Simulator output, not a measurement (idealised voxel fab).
Proc. module: voxel transistor to metal
For reference, the cross-section in this document is cut, with width 295 nm and square cells of 5 nm.
For the purposes of this document, a cross-section shall be understood as a grid of square cells, specified as bands listed in top-to-bottom order, each band consisting of one or more rows of cells.
Top, bottom (nm), then materials left to right with widths (nm); lone material tagged "all across" fills the whole band edge to edge; "empty" = empty space.
Heights from 0 (as-received wafer is one material below). Bottom band endless downward, as "0 nm and below".
When a width is written as two numbers, as in "30->40", the first number is the width in the top row of cells of the band and the second is the width in its bottom row, and the width changes by the same amount from each row to the next.
Step note "nothing changed" = no cross-section cell changed.
What "Closed voids list" gives you is every empty space of 8 cells or more that is cut off from the top. Each appears as width x height at distance, with the distance taken from the left edge and width, height and distance all in nm.
It should be noted that, on the line of a given step, the content following the step's settings is a remark produced by the simulator itself with respect to that step.
overlay nm: mask right of planned place by this much (step with mask). Neg. = left.
THE PLANNED PROCESS STEPS ARE ENUMERATED HEREUNDER
1) op RECEIVE | material Si
2) op OXIDIZE | depth nm 5
3) op CONFORMAL_DEP | material SiN | thk nm 10
4) op DIRECTIONAL_DEP | material aC | thk nm 15
5) op PATTERN | tone cover | mask id ACTIVE | material resist | width nm 110 | pitch nm 140 | thk nm 30 | overlay nm 0
6) op DIRECTIONAL_ETCH | etch materials aC | depth nm 15
7) op STRIP | etch materials resist
8) op DIRECTIONAL_ETCH | etch materials SiN | depth nm 10
9) op DIRECTIONAL_ETCH | etch materials SiO2 | depth nm 5
10) op DIRECTIONAL_ETCH | etch materials Si | depth nm 30
11) op STRIP | etch materials aC
12) op FILL_DEP | material SiO2 | thk nm 5
13) op CMP | height nm 10
14) op SELECTIVE_ETCH | etch materials SiO2 | depth nm 5
15) op STRIP | etch materials SiN
16) op SELECTIVE_ETCH | etch materials SiO2 | depth nm 5
17) op OXIDIZE | depth nm 5
18) op DIRECTIONAL_DEP | material polySi | thk nm 30
19) op DIRECTIONAL_DEP | material SiCN | thk nm 10
20) op PATTERN | tone cover | mask id GATE | material resist | width nm 20 | pitch nm 140 | thk nm 20 | overlay nm 0
21) op DIRECTIONAL_ETCH | etch materials SiCN | depth nm 20
22) op DIRECTIONAL_ETCH | etch materials polySi | depth nm 40
23) op STRIP | etch materials resist
24) op CONFORMAL_DEP | material SiO2 | thk nm 5
25) op DIRECTIONAL_ETCH | etch materials SiO2 | depth nm 5
26) op CONFORMAL_DEP | material SiN | thk nm 5
27) op DIRECTIONAL_ETCH | etch materials SiN | depth nm 5
28) op DIRECTIONAL_ETCH | etch materials SiO2 | depth nm 5
29) op DIRECTIONAL_ETCH | etch materials Si | depth nm 10
30) op EPI | material SiGe | thk nm 15
31) op FILL_DEP | material SiO2 | thk nm 5
32) op CMP | height nm 35
33) op DIRECTIONAL_DEP | material SiO2 | thk nm 10
34) op PATTERN | tone open | mask id CONTACT | material resist | width nm 35 | thk nm 15 | overlay nm 0
35) op DIRECTIONAL_ETCH | etch materials SiO2 | depth nm 40
36) op STRIP | etch materials resist
37) op CONFORMAL_DEP | material TiN | thk nm 5
38) op FILL_DEP | material Ru | thk nm 5
39) op CMP | height nm 45
40) op DIRECTIONAL_DEP | material TiN | thk nm 5
41) op DIRECTIONAL_DEP | material W | thk nm 20
42) op DIRECTIONAL_DEP | material aC | thk nm 10
43) op PATTERN | tone cover | mask id METAL_1 | material resist | width nm 20 | thk nm 25 | overlay nm 0
44) op DIRECTIONAL_ETCH | etch materials aC | depth nm 10
45) op STRIP | etch materials resist
46) op DIRECTIONAL_ETCH | etch materials W | depth nm 20
47) op DIRECTIONAL_ETCH | etch materials TiN | depth nm 5
48) op STRIP | etch materials aC
49) op CONFORMAL_DEP | material SiN | thk nm 5
50) op FILL_DEP | material SiO2 | thk nm 10
51) op CMP | height nm 70
52) op CONFORMAL_DEP | material SiCN | thk nm 5
WAFER AS RECEIVED: CROSS-SECTION FOLLOWING STEP 1
  0 nm and below | Si all across
  Closed voids list: none
A WAFER AT THE END: THIS START, THIS PLAN, ONE MISTAKE
  90 nm to 85 nm | SiCN all across
  85 nm to 75 nm | SiO2 all across
  75 nm to 70 nm | SiO2 20 | SiN 30 | SiO2 50 | SiN 30 | SiO2 30 | SiN 30 | SiO2 50 | SiN 30 | SiO2 25
  70 nm to 50 nm | SiO2 20 | SiN 5 | W 20 | SiN 5 | SiO2 50 | SiN 5 | W 20 | SiN 5 | SiO2 30 | SiN 5 | W 20 | SiN 5 | SiO2 50 | SiN 5 | W 20 | SiN 5 | SiO2 25
  50 nm to 45 nm | SiN 25 | TiN 20 | SiN 60 | TiN 20 | SiN 40 | TiN 20 | SiN 60 | TiN 20 | SiN 30
  45 nm to 35 nm | SiO2 25 | TiN 5 | Ru 25->20 | TiN 5->10 | SiO2 30 | TiN 5->10 | Ru 25->20 | TiN 5 | SiO2 40 | TiN 5 | Ru 25->20 | TiN 5->10 | SiO2 30 | TiN 5->10 | Ru 25->20 | TiN 5 | SiO2 30
  35 nm to 25 nm | SiO2 25 | TiN 5 | Ru 20 | TiN 5 | SiN 5 | SiO2 5 | SiCN 20 | SiO2 5 | SiN 5 | TiN 5 | Ru 20 | TiN 5 | SiO2 40 | TiN 5 | Ru 20 | TiN 5 | SiN 5 | SiO2 5 | SiCN 20 | SiO2 5 | SiN 5 | TiN 5 | Ru 20 | TiN 5 | SiO2 30
  25 nm to 10 nm | SiO2 25 | TiN 5 | Ru 20 | TiN 5 | SiN 5 | SiO2 5 | polySi 20 | SiO2 5 | SiN 5 | TiN 5 | Ru 20 | TiN 5 | SiO2 40 | TiN 5 | Ru 20 | TiN 5 | SiN 5 | SiO2 5 | polySi 20 | SiO2 5 | SiN 5 | TiN 5 | Ru 20 | TiN 5 | SiO2 30
  10 nm to 5 nm | SiO2 25 | TiN 30 | SiN 5 | SiO2 5 | polySi 20 | SiO2 5 | SiN 5 | TiN 30 | SiO2 40 | TiN 30 | SiN 5 | SiO2 5 | polySi 20 | SiO2 5 | SiN 5 | TiN 30 | SiO2 30
  5 nm to 0 nm | SiO2 20 | SiGe 35 | SiN 5 | SiO2 5 | polySi 20 | SiO2 5 | SiN 5 | SiGe 35 | SiO2 30 | SiGe 35 | SiN 5 | SiO2 5 | polySi 20 | SiO2 5 | SiN 5 | SiGe 35 | SiO2 25
  0 nm to -5 nm | SiO2 20 | SiN 5 | SiGe 30 | SiN 5 | SiO2 5 | polySi 20 | SiO2 5 | SiN 5 | SiGe 30 | SiN 5 | SiO2 30 | SiN 5 | SiGe 30 | SiN 5 | SiO2 5 | polySi 20 | SiO2 5 | SiN 5 | SiGe 30 | SiN 5 | SiO2 25
  -5 nm to -10 nm | SiO2 25 | SiGe 30 | SiO2 40 | SiGe 30 | SiO2 40 | SiGe 30 | SiO2 40 | SiGe 30 | SiO2 30
  -10 nm to -20 nm | SiO2 20 | Si 5 | SiGe 30 | Si 40 | SiGe 30 | Si 5 | SiO2 30 | Si 5 | SiGe 30 | Si 40 | SiGe 30 | Si 5 | SiO2 25
  -20 nm to -35 nm | SiO2 20 | Si 110 | SiO2 30 | Si 110 | SiO2 25
  -35 nm and below | Si all across
  Closed voids list: none
Diagnosis: not run: step 51 of the plan (skipped)
